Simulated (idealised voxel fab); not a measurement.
The following is a process module called voxel fin reveal.
Section shown: cut. Width: 210 nm. Cell size: 5 nm, square.
For the purposes of this document, a cross-section shall be understood as a grid of square cells, specified as bands listed in top-to-bottom order, each band consisting of one or more rows of cells. What a band's entry tells you: where the top is and where the bottom is, as heights in nm, and after that what lies inside, material by material from left to right, each with its width in nm. Empty space is written as the word "blank", and a single material marked with the word "throughout" occupies the band from edge to edge. Convention: height 0 is the level below which the wafer, as received, is all one material. The lowest band does not terminate at the bottom but continues downward, represented as "0 -> down". The width entry "30..40" should be interpreted row by row: the top row of cells in the band takes the first number, the bottom row takes the second number, and the change between adjacent rows is uniform throughout. What does "identical to before" mean for a step? It means no cell of the cross-section changed in that step. In the "Voids, sealed" entry, you get each enclosed empty space of 8 cells or more, one with no open way to the top, written width x height at distance, distance from the left edge, in nm. The remark found on a step's line after its settings is issued by the simulator itself and pertains to that step. "overlay nm" on a masked step: distance the mask lay right of its planned place, negative for left.

-- Planned step list for the process
1. RECEIVE (material Si)
2. CONFORMAL_DEP (material SiN; thk nm 10)
3. PATTERN (tone cover; mask id FINS; material resist; width nm 15; pitch nm 40; thk nm 20; overlay nm 0)
4. DIRECTIONAL_ETCH (etch materials SiN; depth nm 10)
5. DIRECTIONAL_ETCH (etch materials Si; depth nm 40)
6. STRIP (etch materials resist)
7. OXIDIZE (depth nm 5)
8. FILL_DEP (material SiO2; thk nm 5)
9. CMP (height nm 10)
10. SELECTIVE_ETCH (etch materials SiO2; depth nm 20)
11. STRIP (etch materials SiN)
12. CONFORMAL_DEP (material HfO2; thk nm 5)

-- The first of a set of two wafers, run to plan

-- Incoming wafer, cross-sectional view, post step 1
  0 -> down = Si throughout
  Voids, sealed: none

-- The wafer in cross-section once step 2 is complete
  10 -> 0 = SiN throughout
  Rest of section, below 0: as before.

-- The wafer in cross-section once step 3 is complete
  30 -> 10 = 55 nm blank; 15 nm resist; 25 nm blank; 15 nm resist; 25 nm blank; 15 nm resist; 60 nm blank
  Rest of section, below 10: as before.

-- The wafer in cross-section once step 4 is complete
  30 -> 10 = 55 nm blank; 15 nm resist; 25 nm blank; 15 nm resist; 25 nm blank; 15 nm resist; 60 nm blank
  10 -> 0 = 55 nm blank; 15 nm SiN; 25 nm blank; 15 nm SiN; 25 nm blank; 15 nm SiN; 60 nm blank
  Rest of section, below 0: as before.

-- The wafer in cross-section once step 5 is complete
  30 -> 10 = 55 nm blank; 15 nm resist; 25 nm blank; 15 nm resist; 25 nm blank; 15 nm resist; 60 nm blank
  10 -> 0 = 55 nm blank; 15 nm SiN; 25 nm blank; 15 nm SiN; 25 nm blank; 15 nm SiN; 60 nm blank
  0 -> -40 = 55 nm blank; 15 nm Si; 25 nm blank; 15 nm Si; 25 nm blank; 15 nm Si; 60 nm blank
  Rest of section, below -40: as before.

-- The wafer in cross-section once step 6 is complete
  10 -> 0 = 55 nm blank; 15 nm SiN; 25 nm blank; 15 nm SiN; 25 nm blank; 15 nm SiN; 60 nm blank
  Rest of section, below 0: as before.

-- The wafer in cross-section once step 7 is complete
  10 -> 0 = 55 nm blank; 15 nm SiN; 25 nm blank; 15 nm SiN; 25 nm blank; 15 nm SiN; 60 nm blank
  0 -> -40 = 55 nm blank; 5 nm SiO2; 5 nm Si; 5 nm SiO2; 25 nm blank; 5 nm SiO2; 5 nm Si; 5 nm SiO2; 25 nm blank; 5 nm SiO2; 5 nm Si; 5 nm SiO2; 60 nm blank
  -40 -> -45 = 60 nm SiO2; 5 nm Si; 35 nm SiO2; 5 nm Si; 35 nm SiO2; 5 nm Si; 65 nm SiO2
  Rest of section, below -45: as before.

-- The wafer in cross-section once step 8 is complete
  15 -> 10 = SiO2 throughout
  10 -> 0 = 55 nm SiO2; 15 nm SiN; 25 nm SiO2; 15 nm SiN; 25 nm SiO2; 15 nm SiN; 60 nm SiO2
  0 -> -45 = 60 nm SiO2; 5 nm Si; 35 nm SiO2; 5 nm Si; 35 nm SiO2; 5 nm Si; 65 nm SiO2
  Rest of section, below -45: as before.

-- The wafer in cross-section once step 9 is complete
  10 -> 0 = 55 nm SiO2; 15 nm SiN; 25 nm SiO2; 15 nm SiN; 25 nm SiO2; 15 nm SiN; 60 nm SiO2
  Rest of section, below 0: as before.

-- The wafer in cross-section once step 10 is complete
  10 -> 0 = 55 nm blank; 15 nm SiN; 25 nm blank; 15 nm SiN; 25 nm blank; 15 nm SiN; 60 nm blank
  0 -> -10 = 60 nm blank; 5 nm Si; 35 nm blank; 5 nm Si; 35 nm blank; 5 nm Si; 65 nm blank
  Rest of section, below -10: as before.

-- The wafer in cross-section once step 11 is complete
  0 -> -10 = 60 nm blank; 5 nm Si; 35 nm blank; 5 nm Si; 35 nm blank; 5 nm Si; 65 nm blank
  Rest of section, below -10: as before.

-- The wafer in cross-section once step 12 is complete
  5 -> 0 = 55 nm blank; 15 nm HfO2; 25 nm blank; 15 nm HfO2; 25 nm blank; 15 nm HfO2; 60 nm blank
  0 -> -5 = 55 nm blank; 5 nm HfO2; 5 nm Si; 5 nm HfO2; 25 nm blank; 5 nm HfO2; 5 nm Si; 5 nm HfO2; 25 nm blank; 5 nm HfO2; 5 nm Si; 5 nm HfO2; 60 nm blank
  -5 -> -10 = 60 nm HfO2; 5 nm Si; 35 nm HfO2; 5 nm Si; 35 nm HfO2; 5 nm Si; 65 nm HfO2
  Rest of section, below -10: as before.

-- Notes, second wafer: start = first wafer's, plan = first wafer's, execution had one mistake; history identical to first through step 11

The second wafer cut through, at the time step 12 was supposed to be finished: identical to before
The mistake made against the process plan was this: step 12 of the plan was jumped over and never run
In the final state, the cell counts of the second wafer exceed or fall short of those of the first for the following materials: -54 HfO2
